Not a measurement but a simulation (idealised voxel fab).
Herein follows the process module entitled voxel lift off.
The figure presents cross-section cut, which has a width of 225 nm and is divided into square cells with an edge length of 5 nm.
How to read a cross-section here: the picture is a grid of square cells, written as bands going from the top down, and any band can span one or more rows of cells.
Band entry format. Leading values: height of top, height of bottom, nm. Remainder: materials in left-to-right order, each with its width in nm. Special words: "all across" on a single material, which then fills the band edge to edge; "blank", empty space.
Heads up on the height convention: 0 is the point under which the incoming wafer is all one material, and the lowest band has no bottom, it just keeps going down, like "0 down".
Think of "30 to 40" as a width that walks from the first number to the second as you go down the band, top row to bottom row, taking equal-sized steps from row to row.
Step marked "no alterations made"? Then no cell in the cross-section changed in it.
In the "Enclosed empty spaces" entry, you get each enclosed empty space of 8 cells or more, one with no open way to the top, written width x height at distance, distance from the left edge, in nm.
On a step's line, text after the settings is the simulator commenting on that step.
The optional step-line setting "overlay nm" applies to steps with a mask and quantifies how far to the right of its planned location the mask lay, a negative value indicating leftward placement.

# Intended process steps
| 1 | RECEIVE with material Si |
| 2 | CONFORMAL_DEP with material SiO2, thk nm 10 |
| 3 | PATTERN with tone open, mask id LINES, material resist, width nm 15, pitch nm 50, thk nm 20, overlay nm 0 |
| 4 | DIRECTIONAL_DEP with material Ru, thk nm 5 |
| 5 | STRIP with etch materials resist |
| 6 | CONFORMAL_DEP with material SiO2, thk nm 5 |
Quick note for whoever runs this: the wafers start identical, but the width nm at step 3 isn't the same across them. The plan just shows what the first wafer had.

# As-received cross-section, first of several wafers, post step 1
    0 down  Si all across
    Enclosed empty spaces: none

# First of several wafers in cross-section at module end, following the final step, step 6
    20 to 15  blank=75 / SiO2=25 / blank=25 / SiO2=25 / blank=75
    15 to 10  SiO2=80 / Ru=15 / SiO2=35 / Ru=15 / SiO2=80
    10 to 0  SiO2 all across
    0 down  Si all across
    Enclosed empty spaces: none

# The last wafer as seen in cross-section at the end of the module
    20 to 15  blank=65 / SiO2=45 / blank=5 / SiO2=45 / blank=65
    15 to 10  SiO2=70 / Ru=35 / SiO2=15 / Ru=35 / SiO2=70
    10 to 0  SiO2 all across
    0 down  Si all across
    Enclosed empty spaces: none

# Per wafer, end of module: cells gained (+) or lost (-) per material since receipt, then closed voids
width nm 15; +6 Ru; +139 SiO2; Enclosed empty spaces: none
width nm 20; +8 Ru; +139 SiO2; Enclosed empty spaces: none
width nm 25; +10 Ru; +139 SiO2; Enclosed empty spaces: none
width nm 30; +12 Ru; +139 SiO2; Enclosed empty spaces: none
width nm 35; +14 Ru; +139 SiO2; Enclosed empty spaces: none
